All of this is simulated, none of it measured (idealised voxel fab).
The process module that follows is named voxel gate over fins.
Each square cell in cross-section cut measures 5 nm, and the section as a whole is 225 nm wide.
A cross-section in this document is a grid of square cells, and it is written down as bands, the top band listed before the ones below it; a band is made up of one or more rows of cells. Band: top and bottom heights (nm) first, top before bottom; then materials from left to right, widths in nm. "throughout" marks a sole material filling the band edge to edge. "air" denotes empty space. Height datum 0, below which the as-received substrate wafer is one material. Lowest band open at the bottom, running downward: "0 and below". The two numbers in a width such as "30..40" mark its ends across the band: the first belongs to the top row of cells, the second to the bottom row, and from each row to the next the width moves by the same amount. Key: "no change occurred" - step with no changed cell in the cross-section. Enclosed voids (no open way to top), threshold 8 cells or more, entry "Closed cavities", notation width x height at distance, distance from left edge, nm. Text after the settings on a step's line: the simulator's own remark on that step. Among the settings permitted on a step's line is "overlay nm"; applied to a step with a mask, it specifies the extent to which the mask lay to the right of its planned position, whereas a negative figure signifies a position to the left.
[So here's the lineup of process steps we planned]
1 RECEIVE with material Si
2 CONFORMAL_DEP with material SiN, thk nm 5
3 PATTERN with tone cover, mask id FINS, material resist, width nm 15, pitch nm 45, thk nm 15, overlay nm -15
4 DIRECTIONAL_ETCH with etch materials SiN, depth nm 5
5 DIRECTIONAL_ETCH with etch materials Si, depth nm 30
6 STRIP with etch materials resist
7 OXIDIZE with depth nm 5
8 FILL_DEP with material SiO2, thk nm 10
9 CMP with height nm 5
10 SELECTIVE_ETCH with etch materials SiO2, depth nm 20
11 STRIP with etch materials SiN
12 CONFORMAL_DEP with material HfO2, thk nm 5
13 CONFORMAL_DEP with material TiN, thk nm 5
14 CONFORMAL_DEP with material TiAl, thk nm 5
15 CONFORMAL_DEP with material TiN, thk nm 5
16 FILL_DEP with material W, thk nm 15
17 CMP with height nm 30
18 CONFORMAL_DEP with material SiCN, thk nm 5
Heads up: all these wafers start the same, and what changes between them is the overlay nm in step 3. The value you see in the plan is just what the first wafer got.
[Cross-sectional view of the first of several wafers in the as-received condition, corresponding to the state following step 1]
	0 and below: Si throughout
	Closed cavities: none
[Cross-sectional representation of the first of several wafers at the end of the module, i.e. after its terminal step, step 18]
	35 down to 30: SiCN throughout
	30 down to 20: W throughout
	20 down to 15: W=5, then TiN=180, then W=40
	15 down to 10: W=5, then TiN=5, then TiAl=35, then TiN=10, then TiAl=35, then TiN=10, then TiAl=35, then TiN=10, then TiAl=35, then TiN=5, then W=40
	10 down to 5: W=5, then TiN=5, then TiAl=5, then TiN=25, then TiAl=5, then TiN=10, then TiAl=5, then TiN=25, then TiAl=5, then TiN=10, then TiAl=5, then TiN=25, then TiAl=5, then TiN=10, then TiAl=5, then TiN=25, then TiAl=5, then TiN=5, then W=40
	5 down to 0: TiN=10, then TiAl=5, then TiN=5, then HfO2=15, then TiN=5, then TiAl=5, then TiN=10, then TiAl=5, then TiN=5, then HfO2=15, then TiN=5, then TiAl=5, then TiN=10, then TiAl=5, then TiN=5, then HfO2=15, then TiN=5, then TiAl=5, then TiN=10, then TiAl=5, then TiN=5, then HfO2=15, then TiN=5, then TiAl=5, then TiN=45
	0 down to -5: TiAl=15, then TiN=5, then HfO2=5, then Si=5, then HfO2=5, then TiN=5, then TiAl=20, then TiN=5, then HfO2=5, then Si=5, then HfO2=5, then TiN=5, then TiAl=20, then TiN=5, then HfO2=5, then Si=5, then HfO2=5, then TiN=5, then TiAl=20, then TiN=5, then HfO2=5, then Si=5, then HfO2=5, then TiN=5, then TiAl=50
	-5 down to -10: TiN=20, then HfO2=5, then Si=5, then HfO2=5, then TiN=30, then HfO2=5, then Si=5, then HfO2=5, then TiN=30, then HfO2=5, then Si=5, then HfO2=5, then TiN=30, then HfO2=5, then Si=5, then HfO2=5, then TiN=55
	-10 down to -15: HfO2=25, then Si=5, then HfO2=40, then Si=5, then HfO2=40, then Si=5, then HfO2=40, then Si=5, then HfO2=60
	-15 down to -35: SiO2=25, then Si=5, then SiO2=40, then Si=5, then SiO2=40, then Si=5, then SiO2=40, then Si=5, then SiO2=60
	-35 and below: Si throughout
	Closed cavities: none
[Last wafer, end of module, cross-section]
	35 down to 30: SiCN throughout
	30 down to 20: W throughout
	20 down to 15: W=35, then TiN=180, then W=10
	15 down to 10: W=35, then TiN=5, then TiAl=35, then TiN=10, then TiAl=35, then TiN=10, then TiAl=35, then TiN=10, then TiAl=35, then TiN=5, then W=10
	10 down to 5: W=35, then TiN=5, then TiAl=5, then TiN=25, then TiAl=5, then TiN=10, then TiAl=5, then TiN=25, then TiAl=5, then TiN=10, then TiAl=5, then TiN=25, then TiAl=5, then TiN=10, then TiAl=5, then TiN=25, then TiAl=5, then TiN=5, then W=10
	5 down to 0: TiN=40, then TiAl=5, then TiN=5, then HfO2=15, then TiN=5, then TiAl=5, then TiN=10, then TiAl=5, then TiN=5, then HfO2=15, then TiN=5, then TiAl=5, then TiN=10, then TiAl=5, then TiN=5, then HfO2=15, then TiN=5, then TiAl=5, then TiN=10, then TiAl=5, then TiN=5, then HfO2=15, then TiN=5, then TiAl=5, then TiN=15
	0 down to -5: TiAl=45, then TiN=5, then HfO2=5, then Si=5, then HfO2=5, then TiN=5, then TiAl=20, then TiN=5, then HfO2=5, then Si=5, then HfO2=5, then TiN=5, then TiAl=20, then TiN=5, then HfO2=5, then Si=5, then HfO2=5, then TiN=5, then TiAl=20, then TiN=5, then HfO2=5, then Si=5, then HfO2=5, then TiN=5, then TiAl=20
	-5 down to -10: TiN=50, then HfO2=5, then Si=5, then HfO2=5, then TiN=30, then HfO2=5, then Si=5, then HfO2=5, then TiN=30, then HfO2=5, then Si=5, then HfO2=5, then TiN=30, then HfO2=5, then Si=5, then HfO2=5, then TiN=25
	-10 down to -15: HfO2=55, then Si=5, then HfO2=40, then Si=5, then HfO2=40, then Si=5, then HfO2=40, then Si=5, then HfO2=30
	-15 down to -35: SiO2=55, then Si=5, then SiO2=40, then Si=5, then SiO2=40, then Si=5, then SiO2=40, then Si=5, then SiO2=30
	-35 and below: Si throughout
	Closed cavities: none
[So in this table every wafer gets its own row, and what you see is where it stands at the end of the module: for each material, how many cells it picked up (+) or gave up (-) since we received it, and after that its closed voids]
overlay nm -15, +69 HfO2, -287 Si, +45 SiCN, +164 SiO2, +69 TiAl, +138 TiN, +117 W, Closed cavities: none
overlay nm -10, +69 HfO2, -287 Si, +45 SiCN, +164 SiO2, +69 TiAl, +138 TiN, +117 W, Closed cavities: none
overlay nm -5, +69 HfO2, -287 Si, +45 SiCN, +164 SiO2, +69 TiAl, +138 TiN, +117 W, Closed cavities: none
overlay nm 0, +69 HfO2, -287 Si, +45 SiCN, +164 SiO2, +69 TiAl, +138 TiN, +117 W, Closed cavities: none
overlay nm 5, +69 HfO2, -287 Si, +45 SiCN, +164 SiO2, +69 TiAl, +138 TiN, +117 W, Closed cavities: none
overlay nm 10, +69 HfO2, -287 Si, +45 SiCN, +164 SiO2, +69 TiAl, +138 TiN, +117 W, Closed cavities: none
overlay nm 15, +69 HfO2, -287 Si, +45 SiCN, +164 SiO2, +69 TiAl, +138 TiN, +117 W, Closed cavities: none
